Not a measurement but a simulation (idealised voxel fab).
Process module under the name voxel self aligned vias
Xsec cut, 270 nm wide, square cell size 5 nm.
Each cross-section below is a grid of square cells, stated as bands in top-down order, with one or more rows of cells making up each band.
The band entry comprises the height of the band's top followed by the height of its bottom, expressed in nm, and subsequently the band's materials from left to right, each stated together with its width in nm. Where a single material is marked with the word "throughout", that material fills the band from edge to edge. The word "air" represents empty space.
Ref level 0: as-received wafer is one material below here. Bottom band extends down with no lower bound ("top 0, no bottom").
Width: "30->40" (first number = top row, second number = bottom row, same change from row to row of cells).
Reading "no change occurred" for a step: not a cell of the cross-section changed in it.
Closed empty spaces (no open way to the top) of 8 cells or more are what "Trapped voids" lists, each as width x height at distance from the left edge, nm for all three.
If you see something after the settings on a step's line, that's the simulator's own remark about that step.
"overlay nm", when on a step's line for a step with a mask, measures how far to the right of its planned place the mask lay; a negative measure means to the left.
Each of the pairs that make up the rest of this document says: here is the cross-section before one process step, here is the cross-section after it, drawn only down to the lowest band that changed, and here, under the pair, is the step lying between them with its settings. Different pairs may come from different runs of this module on the same starting wafer, so a pair continues from the pair above it only where its entry headed "State before" says so.
[State before]
top 40, bottom 35 | 85 air | 40 TiN | 20 air | 40 TiN | 85 air
top 35, bottom 20 | 85 air | 5 TiN | 30 SiO2 | 5 TiN | 20 air | 5 TiN | 30 SiO2 | 5 TiN | 85 air
top 20, bottom 15 | 90 TiN | 30 SiO2 | 30 TiN | 30 SiO2 | 90 TiN
top 15, bottom 10 | SiCN throughout
top 10, bottom 0 | SiO2 throughout
top 0, no bottom | Si throughout
Trapped voids: none
[Structure After Step]
top 50, bottom 40 | Ru throughout
top 40, bottom 35 | 85 Ru | 40 TiN | 20 Ru | 40 TiN | 85 Ru
top 35, bottom 20 | 85 Ru | 5 TiN | 30 SiO2 | 5 TiN | 20 Ru | 5 TiN | 30 SiO2 | 5 TiN | 85 Ru
Unchanged below 20.
Trapped voids: none
Process step bridging the above cross-sections: FILL_DEP | material Ru | thk nm 10
State before: For the state before this step, see the after cross-section of the pair located directly above.
[Structure After Step]
top 35, bottom 20 | 85 Ru | 5 TiN | 30 SiO2 | 5 TiN | 20 Ru | 5 TiN | 30 SiO2 | 5 TiN | 85 Ru
Unchanged below 20.
Trapped voids: none
Process step bridging the above cross-sections: CMP | height nm 35
State before: For the state before this step, see the after cross-section of the pair located directly above.
[Structure After Step]
top 35, bottom 25 | 90 air | 30 SiO2 | 30 air | 30 SiO2 | 90 air
Unchanged below 25.
Trapped voids: none
Process step bridging the above cross-sections: SELECTIVE_ETCH | etch materials W Ru TiN | depth nm 10
State before: For the state before this step, see the after cross-section of the pair located directly above.
[Structure After Step]
top 45, bottom 35 | SiN throughout
top 35, bottom 25 | 90 SiN | 30 SiO2 | 30 SiN | 30 SiO2 | 90 SiN
Unchanged below 25.
Trapped voids: none
Process step bridging the above cross-sections: FILL_DEP | material SiN | thk nm 10
State before: For the state before this step, see the after cross-section of the pair located directly above.
[Structure After Step]
top 35, bottom 25 | 90 SiN | 30 SiO2 | 30 SiN | 30 SiO2 | 90 SiN
Unchanged below 25.
Trapped voids: none
Process step bridging the above cross-sections: CMP | height nm 35
State before: For the state before this step, see the after cross-section of the pair located directly above.
[Structure After Step]
top 50, bottom 35 | SiO2 throughout
Unchanged below 35.
Trapped voids: none
Process step bridging the above cross-sections: DIRECTIONAL_DEP | material SiO2 | thk nm 15
State before: For the state before this step, see the after cross-section of the pair located directly above.
[Structure After Step]
top 50, bottom 35 | 85 SiO2 | 40 air | 145 SiO2
Unchanged below 35.
Trapped voids: none
Process step bridging the above cross-sections: MASKED_ETCH | tone open | mask id VIAS | width nm 40 | etch materials SiO2 | depth nm 15 | overlay nm 0
State before: For the state before this step, see the after cross-section of the pair located directly above.
[Structure After Step]
top 50, bottom 35 | 85 SiO2 | 40 air | 145 SiO2
top 35, bottom 25 | 85 SiN | 5 air | 30 SiO2 | 5 air | 25 SiN | 30 SiO2 | 90 SiN
Unchanged below 25.
Trapped voids: none
Process step bridging the above cross-sections: MASKED_ETCH | tone open | mask id VIAS | width nm 40 | etch materials SiN | depth nm 10 | overlay nm 0
State before: For the state before this step, see the after cross-section of the pair located directly above.
[Structure After Step]
top 55, bottom 50 | 90 TiN | 30 air | 150 TiN
top 50, bottom 40 | 85 SiO2 | 5 TiN | 30 air | 5 TiN | 145 SiO2
top 40, bottom 35 | 85 SiO2 | 40 TiN | 145 SiO2
top 35, bottom 25 | 85 SiN | 5 TiN | 30 SiO2 | 5 TiN | 25 SiN | 30 SiO2 | 90 SiN
Unchanged below 25.
Trapped voids: none
Process step bridging the above cross-sections: CONFORMAL_DEP | material TiN | thk nm 5
State before: For the state before this step, see the after cross-section of the pair located directly above.
[Structure After Step]
top 65, bottom 55 | Ru throughout
top 55, bottom 50 | 90 TiN | 30 Ru | 150 TiN
top 50, bottom 40 | 85 SiO2 | 5 TiN | 30 Ru | 5 TiN | 145 SiO2
Unchanged below 40.
Trapped voids: none
Process step bridging the above cross-sections: FILL_DEP | material Ru | thk nm 10
State before: For the state before this step, see the after cross-section of the pair located directly above.
[Structure After Step]
top 50, bottom 40 | 85 SiO2 | 5 TiN | 30 Ru | 5 TiN | 145 SiO2
Unchanged below 40.
Trapped voids: none
Process step bridging the above cross-sections: CMP | height nm 50
State before: For the state before this step, see the after cross-section of the pair located directly above.
[Structure After Step]
top 55, bottom 50 | SiN throughout
Unchanged below 50.
Trapped voids: none
Process step bridging the above cross-sections: CONFORMAL_DEP | material SiN | thk nm 5
